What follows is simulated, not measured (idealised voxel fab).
Proc. module: voxel wiring stack
Section cut is 260 nm wide and gridded with 5 nm square cells.
This document writes a cross-section as a grid whose cells are square, and gives it as bands, listed from the top down; one or more rows of cells form a band. A band entry consists of two parts. The first gives the height of the band's top and the height of its bottom, in nm. The rest lists the band's materials from left to right, each with its width in nm. A single material labelled with the word "throughout" fills the band from edge to edge, and the word "blank" marks empty space. Heights are expressed relative to 0, this being the level below which the as-received wafer comprises one material exclusively. The lowest band is unbounded in the downward direction and is denoted as in "0 down". The expression "30..40" gives the width at the extremes of the band, the first number at its top row of cells and the second at its bottom row, with the width changing by equal amounts from each row to the next in between. Key: "same as before" - step with no changed cell in the cross-section. Enclosed cavities: empty space of 8 cells or more with no open way to the top, each as width x height at its distance from the left edge, in nm. Past the settings on a step's line: simulator remark, on that step. You can add "overlay nm" to a step's line. For a step with a mask, it describes how far the mask lay to the right of its planned position, and a negative number describes a lay to the left. Before/after cross-section pairs, one process step each; after shown to lowest changed band; step and settings beneath. Pairs may be from different runs of this module on the same starting wafer; a pair continues from the one above only where its "Before step" entry says so.
Before step:
80 to 65 = lowk 85; W 30; lowk 25; W 30; lowk 90
65 to 60 = lowk 85; TiN 30; lowk 25; TiN 30; lowk 90
60 to 50 = lowk 85; Ru 15; lowk 160
50 to 45 = SiCN 85; Ru 15; SiCN 160
45 to 20 = lowk 85; W 30; lowk 25; W 30; lowk 90
20 to 15 = lowk 85; TiN 30; lowk 25; TiN 30; lowk 90
15 to 0 = SiO2 throughout
0 down = Si throughout
Enclosed cavities: none
Structure After Step:
95 to 80 = lowk throughout
Note: structure below 80 unchanged.
Enclosed cavities: none
Step, before to after (see cross-sections above): DIRECTIONAL_DEP | material lowk | thk nm 15
Before step: after-step cross-section of the pair just above applies.
Structure After Step:
100 to 95 = SiCN throughout
Note: structure below 95 unchanged.
Enclosed cavities: none
Step, before to after (see cross-sections above): CONFORMAL_DEP | material SiCN | thk nm 5
Before step: after-step cross-section of the pair just above applies.
Structure After Step:
120 to 100 = resist 85; blank 15; resist 40; blank 15; resist 105
Note: structure below 100 unchanged.
Enclosed cavities: none
Step, before to after (see cross-sections above): PATTERN | tone open | mask id PLUG_2 | material resist | width nm 15 | pitch nm 55 | thk nm 20 | overlay nm 0
Before step: after-step cross-section of the pair just above applies.
Structure After Step:
120 to 100 = resist 85; blank 15; resist 40; blank 15; resist 105
100 to 95 = SiCN 85; blank 15; SiCN 40; blank 15; SiCN 105
Note: structure below 95 unchanged.
Enclosed cavities: none
Step, before to after (see cross-sections above): DIRECTIONAL_ETCH | etch materials SiCN | depth nm 5
Before step: after-step cross-section of the pair just above applies.
Structure After Step:
100 to 95 = SiCN 85; blank 15; SiCN 40; blank 15; SiCN 105
Note: structure below 95 unchanged.
Enclosed cavities: none
Step, before to after (see cross-sections above): STRIP | etch materials resist
Before step: after-step cross-section of the pair just above applies.
Structure After Step:
105 to 100 = SiCN 90; blank 5; SiCN 50; blank 5; SiCN 110
100 to 95 = SiCN throughout
Note: structure below 95 unchanged.
Enclosed cavities: none
Step, before to after (see cross-sections above): CONFORMAL_DEP | material SiCN | thk nm 5
Before step: after-step cross-section of the pair just above applies.
Structure After Step:
125 to 120 = lowk 90; blank 5; lowk 50; blank 5; lowk 110
120 to 105 = lowk throughout
105 to 100 = SiCN 90; lowk 5; SiCN 50; lowk 5; SiCN 110
Note: structure below 100 unchanged.
Enclosed cavities: none
Step, before to after (see cross-sections above): DIRECTIONAL_DEP | material lowk | thk nm 20
Before step: after-step cross-section of the pair just above applies.
Structure After Step:
135 to 130 = aC 90; blank 5; aC 50; blank 5; aC 110
130 to 125 = aC throughout
125 to 120 = lowk 90; aC 5; lowk 50; aC 5; lowk 110
Note: structure below 120 unchanged.
Enclosed cavities: none
Step, before to after (see cross-sections above): DIRECTIONAL_DEP | material aC | thk nm 10
Before step: after-step cross-section of the pair just above applies.
Structure After Step:
160 to 135 = resist 85; blank 30; resist 25; blank 30; resist 90
Note: structure below 135 unchanged.
Enclosed cavities: none
Step, before to after (see cross-sections above): PATTERN | tone open | mask id METAL_3 | material resist | width nm 30 | pitch nm 55 | thk nm 25 | overlay nm 0
Before step: after-step cross-section of the pair just above applies.
Structure After Step:
150 to 135 = resist 85; blank 30; resist 25; blank 30; resist 90
135 to 125 = aC 85; blank 30; aC 25; blank 30; aC 90
125 to 120 = lowk 90; blank 5; lowk 50; blank 5; lowk 110
Note: structure below 120 unchanged.
Enclosed cavities: none
Step, before to after (see cross-sections above): DIRECTIONAL_ETCH | etch materials aC | depth nm 10
Before step: after-step cross-section of the pair just above applies.
Structure After Step:
135 to 125 = aC 85; blank 30; aC 25; blank 30; aC 90
Note: structure below 125 unchanged.
Enclosed cavities: none
Step, before to after (see cross-sections above): STRIP | etch materials resist
Before step: after-step cross-section of the pair just above applies.
Structure After Step:
135 to 125 = aC 85; blank 30; aC 25; blank 30; aC 90
125 to 105 = lowk 85; blank 30; lowk 25; blank 30; lowk 90
105 to 100 = SiCN 90; blank 5; SiCN 50; blank 5; SiCN 110
Note: structure below 100 unchanged.
Enclosed cavities: none
Step, before to after (see cross-sections above): DIRECTIONAL_ETCH | etch materials lowk | depth nm 20
Before step: after-step cross-section of the pair just above applies.
Structure After Step:
135 to 125 = aC 85; blank 30; aC 25; blank 30; aC 90
125 to 105 = lowk 85; blank 30; lowk 25; blank 30; lowk 90
105 to 95 = SiCN 85..90; blank 30..5; SiCN 25..50; blank 30..5; SiCN 90..110
Note: structure below 95 unchanged.
Enclosed cavities: none
Step, before to after (see cross-sections above): DIRECTIONAL_ETCH | etch materials SiCN | depth nm 5
Before step: after-step cross-section of the pair just above applies.
Structure After Step:
125 to 105 = lowk 85; blank 30; lowk 25; blank 30; lowk 90
Note: structure below 105 unchanged.
Enclosed cavities: none
Step, before to after (see cross-sections above): STRIP | etch materials aC
Before step: after-step cross-section of the pair just above applies.
Structure After Step:
130 to 125 = TiN 90; blank 20; TiN 35; blank 20; TiN 95
125 to 105 = lowk 85; TiN 5; blank 20; TiN 5; lowk 25; TiN 5; blank 20; TiN 5; lowk 90
105 to 95 = SiCN 85..90; TiN 30..5; SiCN 25..50; TiN 30..5; SiCN 90..110
Note: structure below 95 unchanged.
Enclosed cavities: none
Step, before to after (see cross-sections above): CONFORMAL_DEP | material TiN | thk nm 5
Before step: after-step cross-section of the pair just above applies.
Structure After Step:
140 to 130 = Ru throughout
130 to 125 = TiN 90; Ru 20; TiN 35; Ru 20; TiN 95
125 to 105 = lowk 85; TiN 5; Ru 20; TiN 5; lowk 25; TiN 5; Ru 20; TiN 5; lowk 90
Note: structure below 105 unchanged.
Enclosed cavities: none
Step, before to after (see cross-sections above): FILL_DEP | material Ru | thk nm 10
Before step: after-step cross-section of the pair just above applies.
Structure After Step:
125 to 105 = lowk 85; TiN 5; Ru 20; TiN 5; lowk 25; TiN 5; Ru 20; TiN 5; lowk 90
Note: structure below 105 unchanged.
Enclosed cavities: none
Step, before to after (see cross-sections above): CMP | height nm 125
Before step: after-step cross-section of the pair just above applies.
Structure After Step:
130 to 125 = SiCN throughout
Note: structure below 125 unchanged.
Enclosed cavities: none
Step, before to after (see cross-sections above): CONFORMAL_DEP | material SiCN | thk nm 5
Before step: after-step cross-section of the pair just above applies.
Structure After Step:
140 to 130 = SiO2 throughout
Note: structure below 130 unchanged.
Enclosed cavities: none
Step, before to after (see cross-sections above): DIRECTIONAL_DEP | material SiO2 | thk nm 10
Before step: after-step cross-section of the pair just above applies.
Structure After Step:
140 to 130 = SiO2 85; blank 15; SiO2 40; blank 15; SiO2 105
Note: structure below 130 unchanged.
Enclosed cavities: none
Step, before to after (see cross-sections above): MASKED_ETCH | tone open | mask id PLUG_3 | width nm 15 | pitch nm 55 | etch materials SiO2 | depth nm 10 | overlay nm 0
Before step: after-step cross-section of the pair just above applies.
Structure After Step:
140 to 130 = SiO2 85; blank 15; SiO2 40; blank 15; SiO2 105
130 to 125 = SiCN 85; blank 15; SiCN 40; blank 15; SiCN 105
Note: structure below 125 unchanged.
Enclosed cavities: none
Step, before to after (see cross-sections above): MASKED_ETCH | tone open | mask id PLUG_3 | width nm 15 | pitch nm 55 | etch materials SiCN | depth nm 5 | overlay nm 0
Before step: after-step cross-section of the pair just above applies.
Structure After Step:
145 to 140 = TiN 90; blank 5; TiN 50; blank 5; TiN 110
140 to 130 = SiO2 85; TiN 5; blank 5; TiN 5; SiO2 40; TiN 5; blank 5; TiN 5; SiO2 105
130 to 125 = SiCN 85; TiN 15; SiCN 40; TiN 15; SiCN 105
Note: structure below 125 unchanged.
Enclosed cavities: none
Step, before to after (see cross-sections above): CONFORMAL_DEP | material TiN | thk nm 5
Before step: after-step cross-section of the pair just above applies.
Structure After Step:
155 to 145 = W throughout
145 to 140 = TiN 90; W 5; TiN 50; W 5; TiN 110
140 to 130 = SiO2 85; TiN 5; W 5; TiN 5; SiO2 40; TiN 5; W 5; TiN 5; SiO2 105
Note: structure below 130 unchanged.
Enclosed cavities: none
Step, before to after (see cross-sections above): FILL_DEP | material W | thk nm 10
Before step: after-step cross-section of the pair just above applies.
Structure After Step:
140 to 130 = SiO2 85; TiN 5; W 5; TiN 5; SiO2 40; TiN 5; W 5; TiN 5; SiO2 105
Note: structure below 130 unchanged.
Enclosed cavities: none
Step, before to after (see cross-sections above): CMP | height nm 140
Before step: after-step cross-section of the pair just above applies.
Structure After Step:
145 to 140 = SiN throughout
Note: structure below 140 unchanged.
Enclosed cavities: none
Step, before to after (see cross-sections above): CONFORMAL_DEP | material SiN | thk nm 5
Before step: after-step cross-section of the pair just above applies.
Structure After Step:
165 to 145 = SiO2 throughout
Note: structure below 145 unchanged.
Enclosed cavities: none
Step, before to after (see cross-sections above): DIRECTIONAL_DEP | material SiO2 | thk nm 20
Before step: after-step cross-section of the pair just above applies.
Structure After Step:
185 to 165 = resist 85; blank 30; resist 25; blank 30; resist 90
Note: structure below 165 unchanged.
Enclosed cavities: none
Step, before to after (see cross-sections above): PATTERN | tone open | mask id METAL_4 | material resist | width nm 30 | pitch nm 55 | thk nm 20 | overlay nm 0
Before step: after-step cross-section of the pair just above applies.
Structure After Step:
185 to 165 = resist 85; blank 30; resist 25; blank 30; resist 90
165 to 145 = SiO2 85; blank 30; SiO2 25; blank 30; SiO2 90
Note: structure below 145 unchanged.
Enclosed cavities: none
Step, before to after (see cross-sections above): DIRECTIONAL_ETCH | etch materials SiO2 | depth nm 20
Before step: after-step cross-section of the pair just above applies.
Structure After Step:
185 to 165 = resist 85; blank 30; resist 25; blank 30; resist 90
165 to 145 = SiO2 85; blank 30; SiO2 25; blank 30; SiO2 90
145 to 140 = SiN 85; blank 30; SiN 25; blank 30; SiN 90
Note: structure below 140 unchanged.
Enclosed cavities: none
Step, before to after (see cross-sections above): DIRECTIONAL_ETCH | etch materials SiN | depth nm 5
Before step: after-step cross-section of the pair just above applies.
Structure After Step:
165 to 145 = SiO2 85; blank 30; SiO2 25; blank 30; SiO2 90
Note: structure below 145 unchanged.
Enclosed cavities: none
Step, before to after (see cross-sections above): STRIP | etch materials resist
Before step: after-step cross-section of the pair just above applies.
Structure After Step:
170 to 165 = TiN 90; blank 20; TiN 35; blank 20; TiN 95
165 to 145 = SiO2 85; TiN 5; blank 20; TiN 5; SiO2 25; TiN 5; blank 20; TiN 5; SiO2 90
145 to 140 = SiN 85; TiN 30; SiN 25; TiN 30; SiN 90
Note: structure below 140 unchanged.
Enclosed cavities: none
Step, before to after (see cross-sections above): CONFORMAL_DEP | material TiN | thk nm 5
Before step: after-step cross-section of the pair just above applies.
Structure After Step:
180 to 170 = Cu throughout
170 to 165 = TiN 90; Cu 20; TiN 35; Cu 20; TiN 95
165 to 145 = SiO2 85; TiN 5; Cu 20; TiN 5; SiO2 25; TiN 5; Cu 20; TiN 5; SiO2 90
Note: structure below 145 unchanged.
Enclosed cavities: none
Step, before to after (see cross-sections above): FILL_DEP | material Cu | thk nm 10
Before step: after-step cross-section of the pair just above applies.
Structure After Step:
165 to 145 = SiO2 85; TiN 5; Cu 20; TiN 5; SiO2 25; TiN 5; Cu 20; TiN 5; SiO2 90
Note: structure below 145 unchanged.
Enclosed cavities: none
Step, before to after (see cross-sections above): CMP | height nm 165
Before step: after-step cross-section of the pair just above applies.
Structure After Step:
170 to 165 = blank 80; Ru 40; blank 15; Ru 40; blank 85
Note: structure below 165 unchanged.
Enclosed cavities: none
Step, before to after (see cross-sections above): EPI | material Ru | thk nm 5
Before step: after-step cross-section of the pair just above applies.
Structure After Step:
175 to 170 = SiCN throughout
170 to 165 = SiCN 80; Ru 40; SiCN 15; Ru 40; SiCN 85
Note: structure below 165 unchanged.
Enclosed cavities: none
Step, before to after (see cross-sections above): FILL_DEP | material SiCN | thk nm 5
Before step:
140 to 130 = Ru throughout
130 to 125 = TiN 90; Ru 20; TiN 35; Ru 20; TiN 95
125 to 105 = lowk 85; TiN 5; Ru 20; TiN 5; lowk 25; TiN 5; Ru 20; TiN 5; lowk 90
105 to 100 = SiCN 85; TiN 30; SiCN 25; TiN 30; SiCN 90
100 to 85 = lowk 85; Ru 15; lowk 40; Ru 15; lowk 105
85 to 80 = SiCN 85; Ru 15; SiCN 40; Ru 15; SiCN 105
80 to 65 = lowk 85; W 30; lowk 25; W 30; lowk 90
65 to 60 = lowk 85; TiN 30; lowk 25; TiN 30; lowk 90
60 to 50 = lowk 85; Ru 15; lowk 160
50 to 45 = SiCN 85; Ru 15; SiCN 160
45 to 20 = lowk 85; W 30; lowk 25; W 30; lowk 90
20 to 15 = lowk 85; TiN 30; lowk 25; TiN 30; lowk 90
15 to 0 = SiO2 throughout
0 down = Si throughout
Enclosed cavities: none
Structure After Step:
120 to 105 = lowk 85; TiN 5; Ru 20; TiN 5; lowk 25; TiN 5; Ru 20; TiN 5; lowk 90
Note: structure below 105 unchanged.
Enclosed cavities: none
Step, before to after (see cross-sections above): CMP | height nm 120
Before step: after-step cross-section of the pair just above applies.
Structure After Step:
125 to 120 = SiCN throughout
Note: structure below 120 unchanged.
Enclosed cavities: none
Step, before to after (see cross-sections above): CONFORMAL_DEP | material SiCN | thk nm 5
Before step: after-step cross-section of the pair just above applies.
Structure After Step:
135 to 125 = SiO2 throughout
Note: structure below 125 unchanged.
Enclosed cavities: none
Step, before to after (see cross-sections above): DIRECTIONAL_DEP | material SiO2 | thk nm 10
Before step: after-step cross-section of the pair just above applies.
Structure After Step:
135 to 125 = SiO2 85; blank 15; SiO2 40; blank 15; SiO2 105
Note: structure below 125 unchanged.
Enclosed cavities: none
Step, before to after (see cross-sections above): MASKED_ETCH | tone open | mask id PLUG_3 | width nm 15 | pitch nm 55 | etch materials SiO2 | depth nm 10 | overlay nm 0
Before step: after-step cross-section of the pair just above applies.
Structure After Step:
135 to 125 = SiO2 85; blank 15; SiO2 40; blank 15; SiO2 105
125 to 120 = SiCN 85; blank 15; SiCN 40; blank 15; SiCN 105
Note: structure below 120 unchanged.
Enclosed cavities: none
Step, before to after (see cross-sections above): MASKED_ETCH | tone open | mask id PLUG_3 | width nm 15 | pitch nm 55 | etch materials SiCN | depth nm 5 | overlay nm 0
Before step: after-step cross-section of the pair just above applies.
Structure After Step:
140 to 135 = TiN 90; blank 5; TiN 50; blank 5; TiN 110
135 to 125 = SiO2 85; TiN 5; blank 5; TiN 5; SiO2 40; TiN 5; blank 5; TiN 5; SiO2 105
125 to 120 = SiCN 85; TiN 15; SiCN 40; TiN 15; SiCN 105
Note: structure below 120 unchanged.
Enclosed cavities: none
Step, before to after (see cross-sections above): CONFORMAL_DEP | material TiN | thk nm 5
Before step: after-step cross-section of the pair just above applies.
Structure After Step:
150 to 140 = W throughout
140 to 135 = TiN 90; W 5; TiN 50; W 5; TiN 110
135 to 125 = SiO2 85; TiN 5; W 5; TiN 5; SiO2 40; TiN 5; W 5; TiN 5; SiO2 105
Note: structure below 125 unchanged.
Enclosed cavities: none
Step, before to after (see cross-sections above): FILL_DEP | material W | thk nm 10
Before step: after-step cross-section of the pair just above applies.
Structure After Step:
140 to 135 = TiN 90; W 5; TiN 50; W 5; TiN 110
Note: structure below 135 unchanged.
Enclosed cavities: none
Step, before to after (see cross-sections above): CMP | height nm 140
Before step: after-step cross-section of the pair just above applies.
Structure After Step:
145 to 140 = SiN throughout
Note: structure below 140 unchanged.
Enclosed cavities: none
Step, before to after (see cross-sections above): CONFORMAL_DEP | material SiN | thk nm 5
Before step: after-step cross-section of the pair just above applies.
Structure After Step:
165 to 145 = SiO2 throughout
Note: structure below 145 unchanged.
Enclosed cavities: none
Step, before to after (see cross-sections above): DIRECTIONAL_DEP | material SiO2 | thk nm 20
Before step: after-step cross-section of the pair just above applies.
Structure After Step:
185 to 165 = resist 85; blank 30; resist 25; blank 30; resist 90
Note: structure below 165 unchanged.
Enclosed cavities: none
Step, before to after (see cross-sections above): PATTERN | tone open | mask id METAL_4 | material resist | width nm 30 | pitch nm 55 | thk nm 20 | overlay nm 0
Before step: after-step cross-section of the pair just above applies.
Structure After Step:
185 to 165 = resist 85; blank 30; resist 25; blank 30; resist 90
165 to 145 = SiO2 85; blank 30; SiO2 25; blank 30; SiO2 90
Note: structure below 145 unchanged.
Enclosed cavities: none
Step, before to after (see cross-sections above): DIRECTIONAL_ETCH | etch materials SiO2 | depth nm 20
Before step: after-step cross-section of the pair just above applies.
Structure After Step:
185 to 165 = resist 85; blank 30; resist 25; blank 30; resist 90
165 to 145 = SiO2 85; blank 30; SiO2 25; blank 30; SiO2 90
145 to 140 = SiN 85; blank 30; SiN 25; blank 30; SiN 90
Note: structure below 140 unchanged.
Enclosed cavities: none
Step, before to after (see cross-sections above): DIRECTIONAL_ETCH | etch materials SiN | depth nm 5
Before step: after-step cross-section of the pair just above applies.
Structure After Step:
165 to 145 = SiO2 85; blank 30; SiO2 25; blank 30; SiO2 90
Note: structure below 145 unchanged.
Enclosed cavities: none
Step, before to after (see cross-sections above): STRIP | etch materials resist
Before step: after-step cross-section of the pair just above applies.
Structure After Step:
170 to 165 = TiN 90; blank 20; TiN 35; blank 20; TiN 95
165 to 145 = SiO2 85; TiN 5; blank 20; TiN 5; SiO2 25; TiN 5; blank 20; TiN 5; SiO2 90
145 to 140 = SiN 85; TiN 30; SiN 25; TiN 30; SiN 90
Note: structure below 140 unchanged.
Enclosed cavities: none
Step, before to after (see cross-sections above): CONFORMAL_DEP | material TiN | thk nm 5
Before step: after-step cross-section of the pair just above applies.
Structure After Step:
180 to 170 = Cu throughout
170 to 165 = TiN 90; Cu 20; TiN 35; Cu 20; TiN 95
165 to 145 = SiO2 85; TiN 5; Cu 20; TiN 5; SiO2 25; TiN 5; Cu 20; TiN 5; SiO2 90
Note: structure below 145 unchanged.
Enclosed cavities: none
Step, before to after (see cross-sections above): FILL_DEP | material Cu | thk nm 10
Before step: after-step cross-section of the pair just above applies.
Structure After Step:
165 to 145 = SiO2 85; TiN 5; Cu 20; TiN 5; SiO2 25; TiN 5; Cu 20; TiN 5; SiO2 90
Note: structure below 145 unchanged.
Enclosed cavities: none
Step, before to after (see cross-sections above): CMP | height nm 165
Before step: after-step cross-section of the pair just above applies.
Structure After Step:
170 to 165 = blank 80; Ru 40; blank 15; Ru 40; blank 85
Note: structure below 165 unchanged.
Enclosed cavities: none
Step, before to after (see cross-sections above): EPI | material Ru | thk nm 5
Before step: after-step cross-section of the pair just above applies.
Structure After Step:
175 to 170 = SiCN throughout
170 to 165 = SiCN 80; Ru 40; SiCN 15; Ru 40; SiCN 85
Note: structure below 165 unchanged.
Enclosed cavities: none
Step, before to after (see cross-sections above): FILL_DEP | material SiCN | thk nm 5
Before step:
135 to 125 = aC throughout
125 to 105 = lowk throughout
105 to 100 = SiCN throughout
100 to 85 = lowk 85; Ru 15; lowk 40; Ru 15; lowk 105
85 to 80 = SiCN 85; Ru 15; SiCN 40; Ru 15; SiCN 105
80 to 65 = lowk 85; W 30; lowk 25; W 30; lowk 90
65 to 60 = lowk 85; TiN 30; lowk 25; TiN 30; lowk 90
60 to 50 = lowk 85; Ru 15; lowk 160
50 to 45 = SiCN 85; Ru 15; SiCN 160
45 to 20 = lowk 85; W 30; lowk 25; W 30; lowk 90
20 to 15 = lowk 85; TiN 30; lowk 25; TiN 30; lowk 90
15 to 0 = SiO2 throughout
0 down = Si throughout
Enclosed cavities: none
Structure After Step:
160 to 135 = resist 90; blank 20; resist 35; blank 20; resist 95
Note: structure below 135 unchanged.
Enclosed cavities: none
Step, before to after (see cross-sections above): PATTERN | tone open | mask id METAL_3 | material resist | width nm 20 | pitch nm 55 | thk nm 25 | overlay nm 0
Before step: after-step cross-section of the pair just above applies.
Structure After Step:
150 to 135 = resist 90; blank 20; resist 35; blank 20; resist 95
135 to 125 = aC 90; blank 20; aC 35; blank 20; aC 95
Note: structure below 125 unchanged.
Enclosed cavities: none
Step, before to after (see cross-sections above): DIRECTIONAL_ETCH | etch materials aC | depth nm 10
Before step: after-step cross-section of the pair just above applies.
Structure After Step:
135 to 125 = aC 90; blank 20; aC 35; blank 20; aC 95
Note: structure below 125 unchanged.
Enclosed cavities: none
Step, before to after (see cross-sections above): STRIP | etch materials resist
Before step: after-step cross-section of the pair just above applies.
Structure After Step:
135 to 125 = aC 90; blank 20; aC 35; blank 20; aC 95
125 to 105 = lowk 90; blank 20; lowk 35; blank 20; lowk 95
Note: structure below 105 unchanged.
Enclosed cavities: none
Step, before to after (see cross-sections above): DIRECTIONAL_ETCH | etch materials lowk | depth nm 20
Before step: after-step cross-section of the pair just above applies.
Structure After Step:
135 to 125 = aC 90; blank 20; aC 35; blank 20; aC 95
125 to 105 = lowk 90; blank 20; lowk 35; blank 20; lowk 95
105 to 100 = SiCN 90; blank 20; SiCN 35; blank 20; SiCN 95
Note: structure below 100 unchanged.
Enclosed cavities: none
Step, before to after (see cross-sections above): DIRECTIONAL_ETCH | etch materials SiCN | depth nm 5
Before step: after-step cross-section of the pair just above applies.
Structure After Step:
125 to 105 = lowk 90; blank 20; lowk 35; blank 20; lowk 95
Note: structure below 105 unchanged.
Enclosed cavities: none
Step, before to after (see cross-sections above): STRIP | etch materials aC
Before step: after-step cross-section of the pair just above applies.
Structure After Step:
130 to 125 = TiN 95; blank 10; TiN 45; blank 10; TiN 100
125 to 105 = lowk 90; TiN 5; blank 10; TiN 5; lowk 35; TiN 5; blank 10; TiN 5; lowk 95
105 to 100 = SiCN 90; TiN 20; SiCN 35; TiN 20; SiCN 95
Note: structure below 100 unchanged.
Enclosed cavities: none
Step, before to after (see cross-sections above): CONFORMAL_DEP | material TiN | thk nm 5
Before step: after-step cross-section of the pair just above applies.
Structure After Step:
140 to 130 = Ru throughout
130 to 125 = TiN 95; Ru 10; TiN 45; Ru 10; TiN 100
125 to 105 = lowk 90; TiN 5; Ru 10; TiN 5; lowk 35; TiN 5; Ru 10; TiN 5; lowk 95
Note: structure below 105 unchanged.
Enclosed cavities: none
Step, before to after (see cross-sections above): FILL_DEP | material Ru | thk nm 10
Before step: after-step cross-section of the pair just above applies.
Structure After Step:
125 to 105 = lowk 90; TiN 5; Ru 10; TiN 5; lowk 35; TiN 5; Ru 10; TiN 5; lowk 95
Note: structure below 105 unchanged.
Enclosed cavities: none
Step, before to after (see cross-sections above): CMP | height nm 125
Before step: after-step cross-section of the pair just above applies.
Structure After Step:
130 to 125 = SiCN throughout
Note: structure below 125 unchanged.
Enclosed cavities: none
Step, before to after (see cross-sections above): CONFORMAL_DEP | material SiCN | thk nm 5
Before step: after-step cross-section of the pair just above applies.
Structure After Step:
140 to 130 = SiO2 throughout
Note: structure below 130 unchanged.
Enclosed cavities: none
Step, before to after (see cross-sections above): DIRECTIONAL_DEP | material SiO2 | thk nm 10
Before step: after-step cross-section of the pair just above applies.
Structure After Step:
140 to 130 = SiO2 85; blank 15; SiO2 40; blank 15; SiO2 105
Note: structure below 130 unchanged.
Enclosed cavities: none
Step, before to after (see cross-sections above): MASKED_ETCH | tone open | mask id PLUG_3 | width nm 15 | pitch nm 55 | etch materials SiO2 | depth nm 10 | overlay nm 0
Before step: after-step cross-section of the pair just above applies.
Structure After Step:
140 to 130 = SiO2 85; blank 15; SiO2 40; blank 15; SiO2 105
130 to 125 = SiCN 85; blank 15; SiCN 40; blank 15; SiCN 105
Note: structure below 125 unchanged.
Enclosed cavities: none
Step, before to after (see cross-sections above): MASKED_ETCH | tone open | mask id PLUG_3 | width nm 15 | pitch nm 55 | etch materials SiCN | depth nm 5 | overlay nm 0
Before step: after-step cross-section of the pair just above applies.
Structure After Step:
145 to 140 = TiN 90; blank 5; TiN 50; blank 5; TiN 110
140 to 130 = SiO2 85; TiN 5; blank 5; TiN 5; SiO2 40; TiN 5; blank 5; TiN 5; SiO2 105
130 to 125 = SiCN 85; TiN 15; SiCN 40; TiN 15; SiCN 105
Note: structure below 125 unchanged.
Enclosed cavities: none
Step, before to after (see cross-sections above): CONFORMAL_DEP | material TiN | thk nm 5
Before step: after-step cross-section of the pair just above applies.
Structure After Step:
155 to 145 = W throughout
145 to 140 = TiN 90; W 5; TiN 50; W 5; TiN 110
140 to 130 = SiO2 85; TiN 5; W 5; TiN 5; SiO2 40; TiN 5; W 5; TiN 5; SiO2 105
Note: structure below 130 unchanged.
Enclosed cavities: none
Step, before to after (see cross-sections above): FILL_DEP | material W | thk nm 10
Before step: after-step cross-section of the pair just above applies.
Structure After Step:
140 to 130 = SiO2 85; TiN 5; W 5; TiN 5; SiO2 40; TiN 5; W 5; TiN 5; SiO2 105
Note: structure below 130 unchanged.
Enclosed cavities: none
Step, before to after (see cross-sections above): CMP | height nm 140
Before step: after-step cross-section of the pair just above applies.
Structure After Step:
145 to 140 = SiN throughout
Note: structure below 140 unchanged.
Enclosed cavities: none
Step, before to after (see cross-sections above): CONFORMAL_DEP | material SiN | thk nm 5
Before step: after-step cross-section of the pair just above applies.
Structure After Step:
165 to 145 = SiO2 throughout
Note: structure below 145 unchanged.
Enclosed cavities: none
Step, before to after (see cross-sections above): DIRECTIONAL_DEP | material SiO2 | thk nm 20
Before step: after-step cross-section of the pair just above applies.
Structure After Step:
185 to 165 = resist 85; blank 30; resist 25; blank 30; resist 90
Note: structure below 165 unchanged.
Enclosed cavities: none
Step, before to after (see cross-sections above): PATTERN | tone open | mask id METAL_4 | material resist | width nm 30 | pitch nm 55 | thk nm 20 | overlay nm 0
Before step: after-step cross-section of the pair just above applies.
Structure After Step:
185 to 165 = resist 85; blank 30; resist 25; blank 30; resist 90
165 to 145 = SiO2 85; blank 30; SiO2 25; blank 30; SiO2 90
Note: structure below 145 unchanged.
Enclosed cavities: none
Step, before to after (see cross-sections above): DIRECTIONAL_ETCH | etch materials SiO2 | depth nm 20
Before step: after-step cross-section of the pair just above applies.
Structure After Step:
185 to 165 = resist 85; blank 30; resist 25; blank 30; resist 90
165 to 145 = SiO2 85; blank 30; SiO2 25; blank 30; SiO2 90
145 to 140 = SiN 85; blank 30; SiN 25; blank 30; SiN 90
Note: structure below 140 unchanged.
Enclosed cavities: none
Step, before to after (see cross-sections above): DIRECTIONAL_ETCH | etch materials SiN | depth nm 5
Before step: after-step cross-section of the pair just above applies.
Structure After Step:
165 to 145 = SiO2 85; blank 30; SiO2 25; blank 30; SiO2 90
Note: structure below 145 unchanged.
Enclosed cavities: none
Step, before to after (see cross-sections above): STRIP | etch materials resist
Before step: after-step cross-section of the pair just above applies.
Structure After Step:
170 to 165 = TiN 90; blank 20; TiN 35; blank 20; TiN 95
165 to 145 = SiO2 85; TiN 5; blank 20; TiN 5; SiO2 25; TiN 5; blank 20; TiN 5; SiO2 90
145 to 140 = SiN 85; TiN 30; SiN 25; TiN 30; SiN 90
Note: structure below 140 unchanged.
Enclosed cavities: none
Step, before to after (see cross-sections above): CONFORMAL_DEP | material TiN | thk nm 5
Before step: after-step cross-section of the pair just above applies.
Structure After Step:
180 to 170 = Cu throughout
170 to 165 = TiN 90; Cu 20; TiN 35; Cu 20; TiN 95
165 to 145 = SiO2 85; TiN 5; Cu 20; TiN 5; SiO2 25; TiN 5; Cu 20; TiN 5; SiO2 90
Note: structure below 145 unchanged.
Enclosed cavities: none
Step, before to after (see cross-sections above): FILL_DEP | material Cu | thk nm 10
Before step: after-step cross-section of the pair just above applies.
Structure After Step:
165 to 145 = SiO2 85; TiN 5; Cu 20; TiN 5; SiO2 25; TiN 5; Cu 20; TiN 5; SiO2 90
Note: structure below 145 unchanged.
Enclosed cavities: none
Step, before to after (see cross-sections above): CMP | height nm 165
Before step: after-step cross-section of the pair just above applies.
Structure After Step:
170 to 165 = blank 80; Ru 40; blank 15; Ru 40; blank 85
Note: structure below 165 unchanged.
Enclosed cavities: none
Step, before to after (see cross-sections above): EPI | material Ru | thk nm 5
Before step: after-step cross-section of the pair just above applies.
Structure After Step:
175 to 170 = SiCN throughout
170 to 165 = SiCN 80; Ru 40; SiCN 15; Ru 40; SiCN 85
Note: structure below 165 unchanged.
Enclosed cavities: none
Step, before to after (see cross-sections above): FILL_DEP | material SiCN | thk nm 5
Before step:
60 to 50 = lowk throughout
50 to 45 = SiCN throughout
45 to 20 = lowk 85; W 30; lowk 25; W 30; lowk 90
20 to 15 = lowk 85; TiN 30; lowk 25; TiN 30; lowk 90
15 to 0 = SiO2 throughout
0 down = Si throughout
Enclosed cavities: none
Structure After Step:
60 to 50 = lowk 90; blank 15; lowk 155
Note: structure below 50 unchanged.
Enclosed cavities: none
Step, before to after (see cross-sections above): MASKED_ETCH | tone open | mask id PLUG_1 | width nm 15 | etch materials lowk | depth nm 10 | overlay nm 5
Before step: after-step cross-section of the pair just above applies.
Structure After Step:
60 to 50 = lowk 90; blank 15; lowk 155
50 to 45 = SiCN 90; blank 10; SiCN 160
Note: structure below 45 unchanged.
Enclosed cavities: none
Step, before to after (see cross-sections above): MASKED_ETCH | tone open | mask id PLUG_1 | width nm 15 | etch materials SiCN | depth nm 5 | overlay nm 0
Before step: after-step cross-section of the pair just above applies.
Structure After Step:
60 to 55 = lowk 90; blank 15; lowk 155
55 to 50 = lowk 90; Ru 15; lowk 155
50 to 45 = SiCN 90; Ru 10; SiCN 160
Note: structure below 45 unchanged.
Enclosed cavities: none
Step, before to after (see cross-sections above): EPI | material Ru | thk nm 10
